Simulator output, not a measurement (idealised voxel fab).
voxel local oxidation: a process module
175 nm wide, 5 nm square cells: that's cross-section cut.
The cross-sections in this document take the form of a grid made of square cells. They are written out as bands, in order from top to bottom. Each band consists of one or more rows of cells. This entry defines a band. It first specifies the height of the band's top and the height of its bottom in nm, and then specifies the band's materials from left to right, stating each material with its width in nm. The word "all across" identifies a single material that fills the band from edge to edge, while the word "air" identifies empty space. All heights in this document are referenced to 0, defined as the level beneath which the wafer, as received, consists entirely of one material. The lowest band is not bounded below; it extends indefinitely downward and is written in the form "0 and below". Quick explanation for "30->40": the width changes in equal steps down the rows of cells, from the first number in the band's top row to the second number in its bottom row. It should be understood that the words "everything unchanged", when stated for a given step, signify that the cross-section underwent no change in any of its cells during that step. Voids not open to the top, 8 cells minimum: see "Closed cavity list". Written width x height at distance; distance is from the left edge; nm. What comes after the settings on a step's line is commentary from the simulator itself on that step. The optional step-line setting "overlay nm" applies to steps with a mask and quantifies how far to the right of its planned location the mask lay, a negative value indicating leftward placement.

### Planned process steps
1,RECEIVE, material Si
2,OXIDIZE, depth nm 5
3,CONFORMAL_DEP, material SiN, thk nm 15
4,PATTERN, tone cover, mask id ACTIVE, material resist, width nm 100, thk nm 15, overlay nm 0
5,DIRECTIONAL_ETCH, etch materials SiN, depth nm 15
6,STRIP, etch materials resist
7,SELECTIVE_ETCH, etch materials SiO2, depth nm 5
8,OXIDIZE, depth nm 10
9,STRIP, etch materials SiN

### Below: the first of two wafers, run as planned

### Cross-section of the wafer upon arrival, representing the state reached after step 1
0 and below: Si all across
Closed cavity list: none

### Cross-section: wafer state after step 2
0 down to -5: SiO2 all across
Heights below -5 show no change.

### Cross-section: wafer state after step 3
15 down to 0: SiN all across
Heights below 0 show no change.

### Cross-section: wafer state after step 4
30 down to 15: air=35 / resist=100 / air=40
Heights below 15 show no change.

### Cross-section: wafer state after step 5
30 down to 15: air=35 / resist=100 / air=40
15 down to 0: air=35 / SiN=100 / air=40
Heights below 0 show no change.

### Cross-section: wafer state after step 6
15 down to 0: air=35 / SiN=100 / air=40
Heights below 0 show no change.

### Cross-section: wafer state after step 7
15 down to 0: air=35 / SiN=100 / air=40
0 down to -5: air=40 / SiO2=90 / air=45
Heights below -5 show no change.

### Cross-section: wafer state after step 8
15 down to 0: air=35 / SiN=100 / air=40
0 down to -5: air=40 / SiO2=90 / air=45
-5 down to -15: SiO2=50 / Si=70 / SiO2=55
Heights below -15 show no change.

### Cross-section: wafer state after step 9
0 down to -5: air=40 / SiO2=90 / air=45
Heights below -5 show no change.

### Now the other wafer: same start, same recipe, but we messed up one thing when running it. Up to and including step 3 it's the same as the first one

### Cross-section of the second wafer at the time step 4 of the plan should have ended
30 down to 15: air=30 / resist=100 / air=45
Heights below 15 show no change.

### Cross-section of the second wafer at the time step 5 of the plan should have ended
30 down to 15: air=30 / resist=100 / air=45
15 down to 0: air=30 / SiN=100 / air=45
Heights below 0 show no change.

### Cross-section of the second wafer at the time step 6 of the plan should have ended
15 down to 0: air=30 / SiN=100 / air=45
Heights below 0 show no change.

### Cross-section of the second wafer at the time step 7 of the plan should have ended
15 down to 0: air=30 / SiN=100 / air=45
0 down to -5: air=35 / SiO2=90 / air=50
Heights below -5 show no change.

### Cross-section of the second wafer at the time step 8 of the plan should have ended
15 down to 0: air=30 / SiN=100 / air=45
0 down to -5: air=35 / SiO2=90 / air=50
-5 down to -15: SiO2=45 / Si=70 / SiO2=60
Heights below -15 show no change.

### Cross-section of the second wafer at the time step 9 of the plan should have ended
0 down to -5: air=35 / SiO2=90 / air=50
Heights below -5 show no change.
What was done differently from what was planned? heads up, step 4 didn't go per plan, it actually ran as PATTERN, tone cover, mask id ACTIVE, material resist, width nm 100, thk nm 15, overlay nm -5
Tallied in cells, the final second wafer holds each material in the same quantity as the first, although not at the same places.
